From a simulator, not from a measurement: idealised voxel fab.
Process module heading - voxel air gaps
In the cross-section labelled cut, the width is 285 nm and each square cell is 5 nm.
Cross-section = grid of square cells, listed top down in bands; band = one or more rows.
Within each band entry, the heights of the top and of the bottom of the band appear first, in that order and in nm; the materials of the band then follow from left to right, each with its corresponding width in nm. The designation "edge to edge" on a single material indicates that it fills the band from edge to edge; the designation "air" indicates empty space.
The reference from which all heights are counted is 0, the level beneath which the as-received wafer is entirely one material; the lowest band, having no lower bound, proceeds downward and is written after the example "0 down".
Think of "30 to 40" as a width that walks from the first number to the second as you go down the band, top row to bottom row, taking equal-sized steps from row to row.
The cross-section has no changed cell in any step marked "no change occurred".
Basically, "Sealed internal cavities" tells you about the enclosed voids: empty spaces with no open way to the top, 8 cells or bigger, each written width x height at distance, where distance is from the left edge, all in nm.
Anything after a step's settings on that line? It's the simulator's own note about the step.
Regarding "overlay nm": on a step with a mask, it is the distance the mask lay to the right of its planned place; a negative value places it to the left.

List of planned process steps
- 1: op RECEIVE | material Si
- 2: op CONFORMAL_DEP | material SiO2 | thk nm 15
- 3: op CONFORMAL_DEP | material SiN | thk nm 5
- 4: op DIRECTIONAL_DEP | material lowk | thk nm 30
- 5: op MASKED_ETCH | tone open | mask id LINES | width nm 20 | pitch nm 50 | etch materials lowk | depth nm 30 | overlay nm 0
- 6: op CONFORMAL_DEP | material TiN | thk nm 5
- 7: op FILL_DEP | material Cu | thk nm 10
- 8: op CMP | height nm 50
- 9: op EPI | material Ru | thk nm 10
- 10: op SELECTIVE_ETCH | etch materials lowk | depth nm 40
- 11: op CONFORMAL_DEP | material SiCN | thk nm 5

As received, after step 1
0 down: Si edge to edge
Sealed internal cavities: none

Post-module cross-section of the first of two wafers (run per plan)
65 to 60: air (40); SiCN (200); air (45)
60 to 50: air (40); SiCN (5); Ru (40); SiCN (10); Ru (40); SiCN (10); Ru (40); SiCN (10); Ru (40); SiCN (5); air (45)
50 to 45: air (40); SiCN (15); TiN (5); Cu (10); TiN (5); SiCN (30); TiN (5); Cu (10); TiN (5); SiCN (30); TiN (5); Cu (10); TiN (5); SiCN (30); TiN (5); Cu (10); TiN (5); SiCN (15); air (45)
45 to 25: air (50); SiCN (5); TiN (5); Cu (10); TiN (5); SiCN (5); air (20); SiCN (5); TiN (5); Cu (10); TiN (5); SiCN (5); air (20); SiCN (5); TiN (5); Cu (10); TiN (5); SiCN (5); air (20); SiCN (5); TiN (5); Cu (10); TiN (5); SiCN (5); air (55)
25 to 20: SiCN (55); TiN (20); SiCN (30); TiN (20); SiCN (30); TiN (20); SiCN (30); TiN (20); SiCN (60)
20 to 15: SiN edge to edge
15 to 0: SiO2 edge to edge
0 down: Si edge to edge
Sealed internal cavities: 20 x 20 at 80; 20 x 20 at 130; 20 x 20 at 180

Cross-sectional image of the second wafer of the two following completion of the module. Starting state and process plan were the same as for the first wafer; one execution error occurred
65 to 60: air (50); SiCN (200); air (35)
60 to 50: air (50); SiCN (5); Ru (40); SiCN (10); Ru (40); SiCN (10); Ru (40); SiCN (10); Ru (40); SiCN (5); air (35)
50 to 45: air (50); SiCN (15); TiN (5); Cu (10); TiN (5); SiCN (30); TiN (5); Cu (10); TiN (5); SiCN (30); TiN (5); Cu (10); TiN (5); SiCN (30); TiN (5); Cu (10); TiN (5); SiCN (15); air (35)
45 to 25: air (60); SiCN (5); TiN (5); Cu (10); TiN (5); SiCN (5); air (20); SiCN (5); TiN (5); Cu (10); TiN (5); SiCN (5); air (20); SiCN (5); TiN (5); Cu (10); TiN (5); SiCN (5); air (20); SiCN (5); TiN (5); Cu (10); TiN (5); SiCN (5); air (45)
25 to 20: SiCN (65); TiN (20); SiCN (30); TiN (20); SiCN (30); TiN (20); SiCN (30); TiN (20); SiCN (50)
20 to 15: SiN edge to edge
15 to 0: SiO2 edge to edge
0 down: Si edge to edge
Sealed internal cavities: 20 x 20 at 90; 20 x 20 at 140; 20 x 20 at 190
In executing the process, a mistake was made relative to the plan: step 5 changed vs plan, executed as op MASKED_ETCH | tone open | mask id LINES | width nm 20 | pitch nm 50 | etch materials lowk | depth nm 30 | overlay nm 10
At the end, the second wafer has the same number of cells of each material as the first, but those cells sit in other places.
